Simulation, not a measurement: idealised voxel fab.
process module | voxel gate over fins
cross-section cut | 220 nm wide | cells 5 nm
A cross-section is a grid of square cells, given in bands from the top down. A band is one or more rows of cells.
Each band's line starts with the height of the band's top and of its bottom, in nm. Then come its materials from left to right, each with its width in nm. One material with "throughout" fills the band from edge to edge. "air" is empty space.
Height 0 is the level under which the wafer as received is all one material. The lowest band goes on downwards, as in "0 down".
A width such as "30 to 40" changes by the same amount from each row of cells to the next, from the band's top row to its bottom row.
"no change" after a step means that no cell of the cross-section changed.
closed voids: empty space of 8 cells or more with no open way to the top, each as width x height at its distance from the left edge, in nm
after a step's settings: what the simulator itself notes on the step
overlay nm, on a step with a mask: how far to the right of its planned place the mask lay; to the left if negative
plan
1 op RECEIVE | material Si
2 op CONFORMAL_DEP | material SiN | thk nm 10
3 op PATTERN | tone cover | mask id FINS | material resist | width nm 15 | pitch nm 55 | thk nm 15 | overlay nm 0
4 op DIRECTIONAL_ETCH | etch materials SiN | depth nm 10
5 op DIRECTIONAL_ETCH | etch materials Si | depth nm 30
6 op STRIP | etch materials resist
7 op FILL_DEP | material SiO2 | thk nm 5
8 op CMP | height nm 10
9 op PATTERN | tone open | mask id RAIL | material resist | width nm 15 | thk nm 20 | overlay nm 0
10 op DIRECTIONAL_ETCH | etch materials SiO2 | depth nm 35
11 op STRIP | etch materials resist
12 op CONFORMAL_DEP | material TiN | thk nm 5
13 op FILL_DEP | material W | thk nm 5
14 op CMP | height nm 10
15 op SELECTIVE_ETCH | etch materials W Ru TiN | depth nm 30
16 op FILL_DEP | material SiO2 | thk nm 5
17 op CMP | height nm 10
18 op SELECTIVE_ETCH | etch materials SiO2 | depth nm 20
19 op STRIP | etch materials SiN
20 op CONFORMAL_DEP | material HfO2 | thk nm 5
21 op CONFORMAL_DEP | material TiN | thk nm 5
22 op FILL_DEP | material W | thk nm 15
23 op CMP | height nm 20
24 op CONFORMAL_DEP | material SiCN | thk nm 10
as received, after step 1
  0 down: Si throughout
  closed voids: none
a wafer at the end: this start, this plan, one mistake
  30 to 20: SiCN throughout
  20 to 10: W throughout
  10 to 5: W 35 | TiN 35 | W 20 | TiN 35 | W 20 | TiN 35 | W 40
  5 to 0: W 35 | TiN 5 | HfO2 25 | TiN 5 | W 20 | TiN 5 | HfO2 25 | TiN 5 | W 20 | TiN 5 | HfO2 25 | TiN 5 | W 40
  0 to -5: TiN 40 | HfO2 5 | Si 15 | HfO2 5 | TiN 5 | W 20 | TiN 5 | HfO2 5 | Si 15 | HfO2 5 | TiN 5 | W 20 | TiN 5 | HfO2 5 | Si 15 | HfO2 5 | TiN 45
  -5 to -10: HfO2 30 | TiN 10 | HfO2 5 | Si 15 | HfO2 5 | TiN 5 | W 20 | TiN 5 | HfO2 5 | Si 15 | HfO2 5 | TiN 5 | W 20 | TiN 5 | HfO2 5 | Si 15 | HfO2 5 | TiN 10 | HfO2 35
  -10 to -15: SiO2 25 | HfO2 5 | TiN 10 | HfO2 5 | Si 15 | HfO2 5 | TiN 30 | HfO2 5 | Si 15 | HfO2 5 | TiN 30 | HfO2 5 | Si 15 | HfO2 5 | TiN 10 | HfO2 5 | SiO2 30
  -15 to -20: SiO2 25 | HfO2 20 | Si 15 | HfO2 40 | Si 15 | HfO2 40 | Si 15 | HfO2 20 | SiO2 30
  -20 to -25: SiO2 45 | Si 15 | SiO2 10 | TiN 15 | SiO2 15 | Si 15 | SiO2 40 | Si 15 | SiO2 50
  -25 to -30: SiO2 45 | Si 15 | SiO2 40 | Si 15 | SiO2 40 | Si 15 | SiO2 50
  -30 down: Si throughout
  closed voids: none
what went wrong: steps 18 and 19 were swapped
